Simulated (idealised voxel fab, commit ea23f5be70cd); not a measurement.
process module | voxel released beams
cross-section cut | 210 nm wide | cells 5 nm
A cross-section is a grid of square cells, given in bands from the top down. A band is one or more rows of cells.
Each band's line starts with the height of the band's top and of its bottom, in nm. Then come its materials from left to right, each with its width in nm. One material with "throughout" fills the band from edge to edge. "air" is empty space.
Height 0 is the level under which the wafer as received is all one material. The lowest band goes on downwards, as in "0 down".
A width such as "30 to 40" changes by the same amount from each row of cells to the next, from the band's top row to its bottom row.
"no change" after a step means that no cell of the cross-section changed.
closed voids: empty space of 8 cells or more with no open way to the top, each as width x height at its distance from the left edge, in nm
after a step's settings: what the simulator itself notes on the step
overlay nm, on a step with a mask: how far to the right of its planned place the mask lay; to the left if negative
plan
1 op RECEIVE | material Si
2 op CONFORMAL_DEP | material Al2O3 | thk nm 10
3 op DIRECTIONAL_DEP | material SiO2 | thk nm 20
4 op PATTERN | tone open | mask id ANCHOR | material resist | width nm 35 | thk nm 20 | overlay nm 0
5 op DIRECTIONAL_ETCH | etch materials SiO2 | depth nm 20
6 op STRIP | etch materials resist
7 op CONFORMAL_DEP | material polySi | thk nm 15
8 op MASKED_ETCH | tone cover | mask id BEAM | width nm 115 | etch materials polySi | depth nm 15 | overlay nm 0
9 op STRIP | etch materials SiO2
as received, after step 1
  0 down: Si throughout
  closed voids: none
first wafer at the end, as planned
  45 to 30: air 45 | polySi 20 | air 5 | polySi 90 | air 50
  30 to 25: air 50 | polySi 15 | air 5 | polySi 15 | air 125
  25 to 10: air 50 | polySi 35 | air 125
  10 to 0: Al2O3 throughout
  0 down: Si throughout
  closed voids: none
second wafer at the end: like start, like plan, one mistake
  45 to 30: air 50 | polySi 15 | air 5 | polySi 85 | air 55
  30 to 25: air 50 | polySi 15 | air 5 | polySi 15 | air 125
  25 to 10: air 50 | polySi 35 | air 125
  10 to 0: Al2O3 throughout
  0 down: Si throughout
  closed voids: none
what went wrong: step 8 ran as: op MASKED_ETCH | tone cover | mask id BEAM | width nm 105 | etch materials polySi | depth nm 15 | overlay nm 0
at the end the second wafer has, in cells: 6 fewer of polySi
